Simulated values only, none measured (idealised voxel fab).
The following is a process module called voxel fin reveal.
Cross-section cut: width 170 nm, square cells of 5 nm.
Cross-section = grid of square cells, listed top down in bands; band = one or more rows. The band entry comprises the height of the band's top followed by the height of its bottom, expressed in nm, and subsequently the band's materials from left to right, each stated together with its width in nm. Where a single material is marked with the word "edge to edge", that material fills the band from edge to edge. The word "empty" represents empty space. Note: height 0 marks the level under which the wafer is uniformly one material as received. Lowest band unbounded below, written "0 -> down". You'd read "30..40" like this: the band's top row of cells is as wide as the first number, its bottom row is as wide as the second, and going down, every row changes width by the same amount as the row before did. Basically "nothing was modified" means that step didn't change any cell in the cross-section. Any empty space of 8 cells or more lacking an open way to the top shows up in "Enclosed void list" as width x height at distance, distance from the left edge, in nm. Read whatever lies past the settings on a step's line as the simulator's own remark about the step. overlay nm: where the mask lay relative to plan, measured to the right, on steps with a mask; negatives go left.

[Process steps foreseen in the plan]
1 op RECEIVE | material Si
2 op CONFORMAL_DEP | material SiN | thk nm 5
3 op PATTERN | tone cover | mask id FINS | material resist | width nm 15 | pitch nm 40 | thk nm 20 | overlay nm 0
4 op DIRECTIONAL_ETCH | etch materials SiN | depth nm 5
5 op DIRECTIONAL_ETCH | etch materials Si | depth nm 35
6 op STRIP | etch materials resist
7 op FILL_DEP | material SiO2 | thk nm 15
8 op CMP | height nm 5
9 op SELECTIVE_ETCH | etch materials SiO2 | depth nm 20
10 op STRIP | etch materials SiN

[The cross-section here shows the wafer as received, i.e. in its state after step 1]
  0 -> down  Si edge to edge
  Enclosed void list: none

[End-of-module XS, first of two wafers, run as planned]
  0 -> -15  55 empty, then 15 Si, then 25 empty, then 15 Si, then 60 empty
  -15 -> -35  55 SiO2, then 15 Si, then 25 SiO2, then 15 Si, then 60 SiO2
  -35 -> down  Si edge to edge
  Enclosed void list: none

[Cross-section of the latter of the two wafers at module completion. It had an identical start and an identical plan to the former; in running it, one mistake was made]
  0 -> -15  45 empty, then 15 Si, then 25 empty, then 15 Si, then 70 empty
  -15 -> -35  45 SiO2, then 15 Si, then 25 SiO2, then 15 Si, then 70 SiO2
  -35 -> down  Si edge to edge
  Enclosed void list: none
Where did the run depart from the plan? for step 3, the planned setting was not used; the step was instead run as op PATTERN | tone cover | mask id FINS | material resist | width nm 15 | pitch nm 40 | thk nm 20 | overlay nm -10
at the end the second wafer has, in cells: as many of each material as the first, in other places
